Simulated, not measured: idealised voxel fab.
The following process module bears the name voxel wiring stack.
Cross-sectional view cut (width: 175 nm; square cell size: 5 nm).
Think of the cross-section as a grid of square cells. We describe it in bands, top to bottom, and each band covers one or more rows of those cells.
The entry gives the band's vertical extent as a top height and a bottom height in nm, then its horizontal make-up as materials from left to right, each with a width in nm. "empty" stands for empty space; a single material marked "all across" fills the band edge to edge.
Heads up on the height convention: 0 is the point under which the incoming wafer is all one material, and the lowest band has no bottom, it just keeps going down, like "0 nm and below".
So if you see something like "30..40" for the width, read it as the top row of the band sitting at the first number and the bottom row at the second, with every row in between moving by the same amount as the last.
Where the words "left unchanged" appear for a step, the cross-section shows no cell changed by that step; every cell remained as before.
Listed in "Closed internal voids": every empty space of 8 or more cells without an open way to the top. Form: width x height at distance, the distance being from the left edge, all in nm.
The remark found on a step's line after its settings is issued by the simulator itself and pertains to that step.
overlay nm: step with mask; distance mask lay right of planned place; negative value = left of planned place.

THE STEPS PLANNED FOR THE PROCESS ARE AS FOLLOWS
1. RECEIVE: material Si
2. CONFORMAL_DEP: material SiO2, thk nm 10
3. CONFORMAL_DEP: material SiCN, thk nm 5
4. DIRECTIONAL_DEP: material SiO2, thk nm 25
5. DIRECTIONAL_DEP: material aC, thk nm 15
6. PATTERN: tone open, mask id METAL_1, material resist, width nm 25, pitch nm 40, thk nm 30, overlay nm 0
7. DIRECTIONAL_ETCH: etch materials aC, depth nm 15
8. STRIP: etch materials resist
9. DIRECTIONAL_ETCH: etch materials SiO2, depth nm 25
10. DIRECTIONAL_ETCH: etch materials SiCN, depth nm 5
11. STRIP: etch materials aC
12. CONFORMAL_DEP: material TiN, thk nm 5
13. FILL_DEP: material Ru, thk nm 5
14. CMP: height nm 40
15. EPI: material Ru, thk nm 5
16. FILL_DEP: material SiCN, thk nm 5
17. DIRECTIONAL_DEP: material SiO2, thk nm 25
18. MASKED_ETCH: tone open, mask id METAL_2, width nm 25, pitch nm 40, etch materials SiO2, depth nm 15, overlay nm 0
19. PATTERN: tone open, mask id METAL_2_HOLES, material resist, width nm 15, pitch nm 40, thk nm 15, overlay nm 0
20. DIRECTIONAL_ETCH: etch materials SiO2, depth nm 10
21. DIRECTIONAL_ETCH: etch materials SiCN, depth nm 5
22. STRIP: etch materials resist
23. CONFORMAL_DEP: material TiN, thk nm 5
24. FILL_DEP: material Cu, thk nm 5
25. CMP: height nm 75
26. CONFORMAL_DEP: material SiCN, thk nm 5

THE FIRST OF A SET OF TWO WAFERS, RUN TO PLAN

AS RECEIVED, AFTER STEP 1
	0 nm and below | Si all across
	Closed internal voids: none

ONCE STEP 2 IS THROUGH, THE WAFER LOOKS LIKE THIS IN CROSS-SECTION
	10 nm to 0 nm | SiO2 all across
	At heights below 0, the structure remains unaltered.

ONCE STEP 3 IS THROUGH, THE WAFER LOOKS LIKE THIS IN CROSS-SECTION
	15 nm to 10 nm | SiCN all across
	At heights below 10, the structure remains unaltered.

ONCE STEP 4 IS THROUGH, THE WAFER LOOKS LIKE THIS IN CROSS-SECTION
	40 nm to 15 nm | SiO2 all across
	At heights below 15, the structure remains unaltered.

ONCE STEP 5 IS THROUGH, THE WAFER LOOKS LIKE THIS IN CROSS-SECTION
	55 nm to 40 nm | aC all across
	At heights below 40, the structure remains unaltered.

ONCE STEP 6 IS THROUGH, THE WAFER LOOKS LIKE THIS IN CROSS-SECTION
	85 nm to 55 nm | resist=35; empty=25; resist=15; empty=25; resist=15; empty=25; resist=35
	At heights below 55, the structure remains unaltered.

ONCE STEP 7 IS THROUGH, THE WAFER LOOKS LIKE THIS IN CROSS-SECTION
	70 nm to 55 nm | resist=35; empty=25; resist=15; empty=25; resist=15; empty=25; resist=35
	55 nm to 40 nm | aC=35; empty=25; aC=15; empty=25; aC=15; empty=25; aC=35
	At heights below 40, the structure remains unaltered.

ONCE STEP 8 IS THROUGH, THE WAFER LOOKS LIKE THIS IN CROSS-SECTION
	55 nm to 40 nm | aC=35; empty=25; aC=15; empty=25; aC=15; empty=25; aC=35
	At heights below 40, the structure remains unaltered.

ONCE STEP 9 IS THROUGH, THE WAFER LOOKS LIKE THIS IN CROSS-SECTION
	55 nm to 40 nm | aC=35; empty=25; aC=15; empty=25; aC=15; empty=25; aC=35
	40 nm to 15 nm | SiO2=35; empty=25; SiO2=15; empty=25; SiO2=15; empty=25; SiO2=35
	At heights below 15, the structure remains unaltered.

ONCE STEP 10 IS THROUGH, THE WAFER LOOKS LIKE THIS IN CROSS-SECTION
	55 nm to 40 nm | aC=35; empty=25; aC=15; empty=25; aC=15; empty=25; aC=35
	40 nm to 15 nm | SiO2=35; empty=25; SiO2=15; empty=25; SiO2=15; empty=25; SiO2=35
	15 nm to 10 nm | SiCN=35; empty=25; SiCN=15; empty=25; SiCN=15; empty=25; SiCN=35
	At heights below 10, the structure remains unaltered.

ONCE STEP 11 IS THROUGH, THE WAFER LOOKS LIKE THIS IN CROSS-SECTION
	40 nm to 15 nm | SiO2=35; empty=25; SiO2=15; empty=25; SiO2=15; empty=25; SiO2=35
	At heights below 15, the structure remains unaltered.

ONCE STEP 12 IS THROUGH, THE WAFER LOOKS LIKE THIS IN CROSS-SECTION
	45 nm to 40 nm | TiN=40; empty=15; TiN=25; empty=15; TiN=25; empty=15; TiN=40
	40 nm to 15 nm | SiO2=35; TiN=5; empty=15; TiN=5; SiO2=15; TiN=5; empty=15; TiN=5; SiO2=15; TiN=5; empty=15; TiN=5; SiO2=35
	15 nm to 10 nm | SiCN=35; TiN=25; SiCN=15; TiN=25; SiCN=15; TiN=25; SiCN=35
	At heights below 10, the structure remains unaltered.

ONCE STEP 13 IS THROUGH, THE WAFER LOOKS LIKE THIS IN CROSS-SECTION
	50 nm to 45 nm | Ru all across
	45 nm to 40 nm | TiN=40; Ru=15; TiN=25; Ru=15; TiN=25; Ru=15; TiN=40
	40 nm to 15 nm | SiO2=35; TiN=5; Ru=15; TiN=5; SiO2=15; TiN=5; Ru=15; TiN=5; SiO2=15; TiN=5; Ru=15; TiN=5; SiO2=35
	At heights below 15, the structure remains unaltered.

ONCE STEP 14 IS THROUGH, THE WAFER LOOKS LIKE THIS IN CROSS-SECTION
	40 nm to 15 nm | SiO2=35; TiN=5; Ru=15; TiN=5; SiO2=15; TiN=5; Ru=15; TiN=5; SiO2=15; TiN=5; Ru=15; TiN=5; SiO2=35
	At heights below 15, the structure remains unaltered.

ONCE STEP 15 IS THROUGH, THE WAFER LOOKS LIKE THIS IN CROSS-SECTION
	45 nm to 40 nm | empty=30; Ru=35; empty=5; Ru=35; empty=5; Ru=35; empty=30
	At heights below 40, the structure remains unaltered.

ONCE STEP 16 IS THROUGH, THE WAFER LOOKS LIKE THIS IN CROSS-SECTION
	50 nm to 45 nm | SiCN all across
	45 nm to 40 nm | SiCN=30; Ru=35; SiCN=5; Ru=35; SiCN=5; Ru=35; SiCN=30
	At heights below 40, the structure remains unaltered.

ONCE STEP 17 IS THROUGH, THE WAFER LOOKS LIKE THIS IN CROSS-SECTION
	75 nm to 50 nm | SiO2 all across
	At heights below 50, the structure remains unaltered.

ONCE STEP 18 IS THROUGH, THE WAFER LOOKS LIKE THIS IN CROSS-SECTION
	75 nm to 60 nm | SiO2=35; empty=25; SiO2=15; empty=25; SiO2=15; empty=25; SiO2=35
	At heights below 60, the structure remains unaltered.

ONCE STEP 19 IS THROUGH, THE WAFER LOOKS LIKE THIS IN CROSS-SECTION
	90 nm to 75 nm | resist=35; empty=15; resist=25; empty=15; resist=25; empty=15; resist=45
	75 nm to 60 nm | SiO2=35; empty=15; resist=10; SiO2=15; empty=15; resist=10; SiO2=15; empty=15; resist=10; SiO2=35
	At heights below 60, the structure remains unaltered.

ONCE STEP 20 IS THROUGH, THE WAFER LOOKS LIKE THIS IN CROSS-SECTION
	90 nm to 75 nm | resist=35; empty=15; resist=25; empty=15; resist=25; empty=15; resist=45
	75 nm to 60 nm | SiO2=35; empty=15; resist=10; SiO2=15; empty=15; resist=10; SiO2=15; empty=15; resist=10; SiO2=35
	60 nm to 50 nm | SiO2=35; empty=15; SiO2=25; empty=15; SiO2=25; empty=15; SiO2=45
	At heights below 50, the structure remains unaltered.

ONCE STEP 21 IS THROUGH, THE WAFER LOOKS LIKE THIS IN CROSS-SECTION
	90 nm to 75 nm | resist=35; empty=15; resist=25; empty=15; resist=25; empty=15; resist=45
	75 nm to 60 nm | SiO2=35; empty=15; resist=10; SiO2=15; empty=15; resist=10; SiO2=15; empty=15; resist=10; SiO2=35
	60 nm to 50 nm | SiO2=35; empty=15; SiO2=25; empty=15; SiO2=25; empty=15; SiO2=45
	50 nm to 45 nm | SiCN=35; empty=15; SiCN=25; empty=15; SiCN=25; empty=15; SiCN=45
	At heights below 45, the structure remains unaltered.

ONCE STEP 22 IS THROUGH, THE WAFER LOOKS LIKE THIS IN CROSS-SECTION
	75 nm to 60 nm | SiO2=35; empty=25; SiO2=15; empty=25; SiO2=15; empty=25; SiO2=35
	At heights below 60, the structure remains unaltered.

ONCE STEP 23 IS THROUGH, THE WAFER LOOKS LIKE THIS IN CROSS-SECTION
	80 nm to 75 nm | TiN=40; empty=15; TiN=25; empty=15; TiN=25; empty=15; TiN=40
	75 nm to 65 nm | SiO2=35; TiN=5; empty=15; TiN=5; SiO2=15; TiN=5; empty=15; TiN=5; SiO2=15; TiN=5; empty=15; TiN=5; SiO2=35
	65 nm to 60 nm | SiO2=35; TiN=5; empty=5; TiN=15; SiO2=15; TiN=5; empty=5; TiN=15; SiO2=15; TiN=5; empty=5; TiN=15; SiO2=35
	60 nm to 50 nm | SiO2=35; TiN=5; empty=5; TiN=5; SiO2=25; TiN=5; empty=5; TiN=5; SiO2=25; TiN=5; empty=5; TiN=5; SiO2=45
	50 nm to 45 nm | SiCN=35; TiN=15; SiCN=25; TiN=15; SiCN=25; TiN=15; SiCN=45
	At heights below 45, the structure remains unaltered.

ONCE STEP 24 IS THROUGH, THE WAFER LOOKS LIKE THIS IN CROSS-SECTION
	85 nm to 80 nm | Cu all across
	80 nm to 75 nm | TiN=40; Cu=15; TiN=25; Cu=15; TiN=25; Cu=15; TiN=40
	75 nm to 65 nm | SiO2=35; TiN=5; Cu=15; TiN=5; SiO2=15; TiN=5; Cu=15; TiN=5; SiO2=15; TiN=5; Cu=15; TiN=5; SiO2=35
	65 nm to 60 nm | SiO2=35; TiN=5; Cu=5; TiN=15; SiO2=15; TiN=5; Cu=5; TiN=15; SiO2=15; TiN=5; Cu=5; TiN=15; SiO2=35
	60 nm to 50 nm | SiO2=35; TiN=5; Cu=5; TiN=5; SiO2=25; TiN=5; Cu=5; TiN=5; SiO2=25; TiN=5; Cu=5; TiN=5; SiO2=45
	At heights below 50, the structure remains unaltered.

ONCE STEP 25 IS THROUGH, THE WAFER LOOKS LIKE THIS IN CROSS-SECTION
	75 nm to 65 nm | SiO2=35; TiN=5; Cu=15; TiN=5; SiO2=15; TiN=5; Cu=15; TiN=5; SiO2=15; TiN=5; Cu=15; TiN=5; SiO2=35
	At heights below 65, the structure remains unaltered.

ONCE STEP 26 IS THROUGH, THE WAFER LOOKS LIKE THIS IN CROSS-SECTION
	80 nm to 75 nm | SiCN all across
	At heights below 75, the structure remains unaltered.

THE SECOND WAFER: COMMON ORIGIN AND PLAN, ONE MISTAKE IN EXECUTION, IDENTICAL TO THE FIRST THROUGH STEP 17

SECOND WAFER: CROSS-SECTION AT THE SCHEDULED END OF STEP 18
	75 nm to 60 nm | empty=35; SiO2=25; empty=15; SiO2=25; empty=15; SiO2=25; empty=35
	At heights below 60, the structure remains unaltered.

SECOND WAFER: CROSS-SECTION AT THE SCHEDULED END OF STEP 19
	90 nm to 75 nm | resist=35; empty=15; resist=25; empty=15; resist=25; empty=15; resist=45
	75 nm to 60 nm | resist=35; SiO2=25; resist=15; SiO2=25; resist=15; SiO2=25; resist=35
	At heights below 60, the structure remains unaltered.

SECOND WAFER: CROSS-SECTION AT THE SCHEDULED END OF STEP 20
	90 nm to 75 nm | resist=35; empty=15; resist=25; empty=15; resist=25; empty=15; resist=45
	75 nm to 65 nm | resist=35; empty=15; SiO2=10; resist=15; empty=15; SiO2=10; resist=15; empty=15; SiO2=10; resist=35
	At heights below 65, the structure remains unaltered.

Second wafer: cross-section at the scheduled end of step 21: left unchanged

SECOND WAFER: CROSS-SECTION AT THE SCHEDULED END OF STEP 22
	75 nm to 65 nm | empty=50; SiO2=10; empty=30; SiO2=10; empty=30; SiO2=10; empty=35
	65 nm to 60 nm | empty=35; SiO2=25; empty=15; SiO2=25; empty=15; SiO2=25; empty=35
	At heights below 60, the structure remains unaltered.

SECOND WAFER: CROSS-SECTION AT THE SCHEDULED END OF STEP 23
	80 nm to 75 nm | empty=45; TiN=20; empty=20; TiN=20; empty=20; TiN=20; empty=30
	75 nm to 65 nm | empty=45..30; TiN=5..20; SiO2=10; TiN=5; empty=20..5; TiN=5..20; SiO2=10; TiN=5; empty=20..5; TiN=5..20; SiO2=10; TiN=5; empty=30
	65 nm to 60 nm | TiN=35; SiO2=25; TiN=15; SiO2=25; TiN=15; SiO2=25; TiN=35
	At heights below 60, the structure remains unaltered.

SECOND WAFER: CROSS-SECTION AT THE SCHEDULED END OF STEP 24
	85 nm to 80 nm | Cu all across
	80 nm to 75 nm | Cu=45; TiN=20; Cu=20; TiN=20; Cu=20; TiN=20; Cu=30
	75 nm to 65 nm | Cu=45..30; TiN=5..20; SiO2=10; TiN=5; Cu=20..5; TiN=5..20; SiO2=10; TiN=5; Cu=20..5; TiN=5..20; SiO2=10; TiN=5; Cu=30
	At heights below 65, the structure remains unaltered.

SECOND WAFER: CROSS-SECTION AT THE SCHEDULED END OF STEP 25
	75 nm to 65 nm | Cu=45..30; TiN=5..20; SiO2=10; TiN=5; Cu=20..5; TiN=5..20; SiO2=10; TiN=5; Cu=20..5; TiN=5..20; SiO2=10; TiN=5; Cu=30
	At heights below 65, the structure remains unaltered.

SECOND WAFER: CROSS-SECTION AT THE SCHEDULED END OF STEP 26
	80 nm to 75 nm | SiCN all across
	At heights below 75, the structure remains unaltered.
Finding, execution versus plan: contrary to plan, step 18 was performed as MASKED_ETCH: tone cover, mask id METAL_2, width nm 25, pitch nm 40, etch materials SiO2, depth nm 15, overlay nm 0
Per the end-of-run cell counts, the second wafer holds more or fewer of some materials than the first: Cu +10; SiCN +9; SiO2 -15; TiN -4
